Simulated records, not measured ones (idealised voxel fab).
Process module heading - voxel self aligned vias
We display cut, a cross-section 260 nm in width whose square cells are each 5 nm.
Throughout this document, each cross-section is represented as a grid of square cells and is presented as a sequence of bands enumerated from the top downward, where a band comprises one or more rows of cells.
Heads up on the band format: heights come first, top then bottom, in nm. After that it's the materials left to right, each with its width in nm. A single material flagged "throughout" fills the whole band edge to edge, and "blank" means there's empty space there.
Height datum 0, below which the as-received substrate wafer is one material. Lowest band open at the bottom, running downward: "z 0 and below".
Read "30->40" as a graded width: first number on top, second number at the bottom, same change between each pair of neighbouring rows.
"remains unaltered" for a step: no cell of the cross-section changed in that step.
If an empty space has no open way to the top and is at least 8 cells in size, "Internal closed voids" lists it, written width x height at distance, where distance is measured from the left edge and every value is in nm.
Past the settings on a step's line: simulator remark, on that step.
"overlay nm" denotes, for a step that has a mask, the displacement of the mask to the right of its planned place, with negative values corresponding to the left.

[Below is the list of planned process steps]
1,RECEIVE: material Si
2,CONFORMAL_DEP: material SiO2, thk nm 10
3,CONFORMAL_DEP: material SiCN, thk nm 5
4,DIRECTIONAL_DEP: material lowk, thk nm 30
5,PATTERN: tone open, mask id LINES, material resist, width nm 20, pitch nm 50, thk nm 20, overlay nm 0
6,DIRECTIONAL_ETCH: etch materials lowk, depth nm 30
7,STRIP: etch materials resist
8,CONFORMAL_DEP: material TiN, thk nm 5
9,FILL_DEP: material W, thk nm 10
10,CMP: height nm 45
11,SELECTIVE_ETCH: etch materials W Ru TiN, depth nm 5
12,FILL_DEP: material SiN, thk nm 10
13,CMP: height nm 45
14,DIRECTIONAL_DEP: material lowk, thk nm 20
15,MASKED_ETCH: tone open, mask id VIAS, width nm 30, etch materials lowk, depth nm 20, overlay nm 0
16,MASKED_ETCH: tone open, mask id VIAS, width nm 30, etch materials SiN, depth nm 5, overlay nm 0
17,CONFORMAL_DEP: material TiN, thk nm 5
18,FILL_DEP: material Cu, thk nm 5
19,CMP: height nm 65
20,CONFORMAL_DEP: material SiCN, thk nm 5

[First wafer out of two, processed as planned]

[Received-state cross-section, reflecting completion of step 1]
z 0 and below = Si throughout
Internal closed voids: none

[Wafer section view after processing step 2]
z 10 to 0 = SiO2 throughout
All layers under 0 are left as they were.

[Wafer section view after processing step 3]
z 15 to 10 = SiCN throughout
All layers under 10 are left as they were.

[Wafer section view after processing step 4]
z 45 to 15 = lowk throughout
All layers under 15 are left as they were.

[Wafer section view after processing step 5]
z 65 to 45 = resist=95 | blank=20 | resist=30 | blank=20 | resist=95
All layers under 45 are left as they were.

[Wafer section view after processing step 6]
z 65 to 45 = resist=95 | blank=20 | resist=30 | blank=20 | resist=95
z 45 to 15 = lowk=95 | blank=20 | lowk=30 | blank=20 | lowk=95
All layers under 15 are left as they were.

[Wafer section view after processing step 7]
z 45 to 15 = lowk=95 | blank=20 | lowk=30 | blank=20 | lowk=95
All layers under 15 are left as they were.

[Wafer section view after processing step 8]
z 50 to 45 = TiN=100 | blank=10 | TiN=40 | blank=10 | TiN=100
z 45 to 20 = lowk=95 | TiN=5 | blank=10 | TiN=5 | lowk=30 | TiN=5 | blank=10 | TiN=5 | lowk=95
z 20 to 15 = lowk=95 | TiN=20 | lowk=30 | TiN=20 | lowk=95
All layers under 15 are left as they were.

[Wafer section view after processing step 9]
z 60 to 50 = W throughout
z 50 to 45 = TiN=100 | W=10 | TiN=40 | W=10 | TiN=100
z 45 to 20 = lowk=95 | TiN=5 | W=10 | TiN=5 | lowk=30 | TiN=5 | W=10 | TiN=5 | lowk=95
All layers under 20 are left as they were.

[Wafer section view after processing step 10]
z 45 to 20 = lowk=95 | TiN=5 | W=10 | TiN=5 | lowk=30 | TiN=5 | W=10 | TiN=5 | lowk=95
All layers under 20 are left as they were.

[Wafer section view after processing step 11]
z 45 to 40 = lowk=95 | blank=20 | lowk=30 | blank=20 | lowk=95
All layers under 40 are left as they were.

[Wafer section view after processing step 12]
z 55 to 45 = SiN throughout
z 45 to 40 = lowk=95 | SiN=20 | lowk=30 | SiN=20 | lowk=95
All layers under 40 are left as they were.

[Wafer section view after processing step 13]
z 45 to 40 = lowk=95 | SiN=20 | lowk=30 | SiN=20 | lowk=95
All layers under 40 are left as they were.

[Wafer section view after processing step 14]
z 65 to 45 = lowk throughout
All layers under 45 are left as they were.

[Wafer section view after processing step 15]
z 65 to 45 = lowk=90 | blank=30 | lowk=140
All layers under 45 are left as they were.

[Wafer section view after processing step 16]
z 65 to 45 = lowk=90 | blank=30 | lowk=140
z 45 to 40 = lowk=95 | blank=20 | lowk=30 | SiN=20 | lowk=95
All layers under 40 are left as they were.

[Wafer section view after processing step 17]
z 70 to 65 = TiN=95 | blank=20 | TiN=145
z 65 to 50 = lowk=90 | TiN=5 | blank=20 | TiN=5 | lowk=140
z 50 to 45 = lowk=90 | TiN=10 | blank=10 | TiN=10 | lowk=140
z 45 to 40 = lowk=95 | TiN=20 | lowk=30 | SiN=20 | lowk=95
All layers under 40 are left as they were.

[Wafer section view after processing step 18]
z 75 to 70 = Cu throughout
z 70 to 65 = TiN=95 | Cu=20 | TiN=145
z 65 to 50 = lowk=90 | TiN=5 | Cu=20 | TiN=5 | lowk=140
z 50 to 45 = lowk=90 | TiN=10 | Cu=10 | TiN=10 | lowk=140
All layers under 45 are left as they were.

[Wafer section view after processing step 19]
z 65 to 50 = lowk=90 | TiN=5 | Cu=20 | TiN=5 | lowk=140
All layers under 50 are left as they were.

[Wafer section view after processing step 20]
z 70 to 65 = SiCN throughout
All layers under 65 are left as they were.

[Second wafer - shared start and plan with the first - one error in running - same as the first up to step 14 inclusive]

[Cross-section of the second wafer at the time by which step 15 should have been completed according to the plan]
z 65 to 45 = lowk=90 | blank=30 | lowk=140
z 45 to 40 = lowk=90 | blank=5 | SiN=20 | blank=5 | lowk=25 | SiN=20 | lowk=95
z 40 to 25 = lowk=90 | blank=5 | TiN=5 | W=10 | TiN=5 | blank=5 | lowk=25 | TiN=5 | W=10 | TiN=5 | lowk=95
All layers under 25 are left as they were.

[Cross-section of the second wafer at the time by which step 16 should have been completed according to the plan]
z 65 to 45 = lowk=90 | blank=30 | lowk=140
z 45 to 40 = lowk=90 | blank=30 | lowk=25 | SiN=20 | lowk=95
All layers under 40 are left as they were.

[Cross-section of the second wafer at the time by which step 17 should have been completed according to the plan]
z 70 to 65 = TiN=95 | blank=20 | TiN=145
z 65 to 45 = lowk=90 | TiN=5 | blank=20 | TiN=5 | lowk=140
z 45 to 40 = lowk=90 | TiN=30 | lowk=25 | SiN=20 | lowk=95
z 40 to 25 = lowk=90 | TiN=10 | W=10 | TiN=10 | lowk=25 | TiN=5 | W=10 | TiN=5 | lowk=95
All layers under 25 are left as they were.

[Cross-section of the second wafer at the time by which step 18 should have been completed according to the plan]
z 75 to 70 = Cu throughout
z 70 to 65 = TiN=95 | Cu=20 | TiN=145
z 65 to 45 = lowk=90 | TiN=5 | Cu=20 | TiN=5 | lowk=140
All layers under 45 are left as they were.

[Cross-section of the second wafer at the time by which step 19 should have been completed according to the plan]
z 65 to 45 = lowk=90 | TiN=5 | Cu=20 | TiN=5 | lowk=140
All layers under 45 are left as they were.

[Cross-section of the second wafer at the time by which step 20 should have been completed according to the plan]
z 70 to 65 = SiCN throughout
All layers under 65 are left as they were.
Want to know what went wrong? step 15 from the plan got run twice
End of process, cell counts, second wafer against first, materials with more or fewer: +2 Cu; +6 TiN; -8 lowk
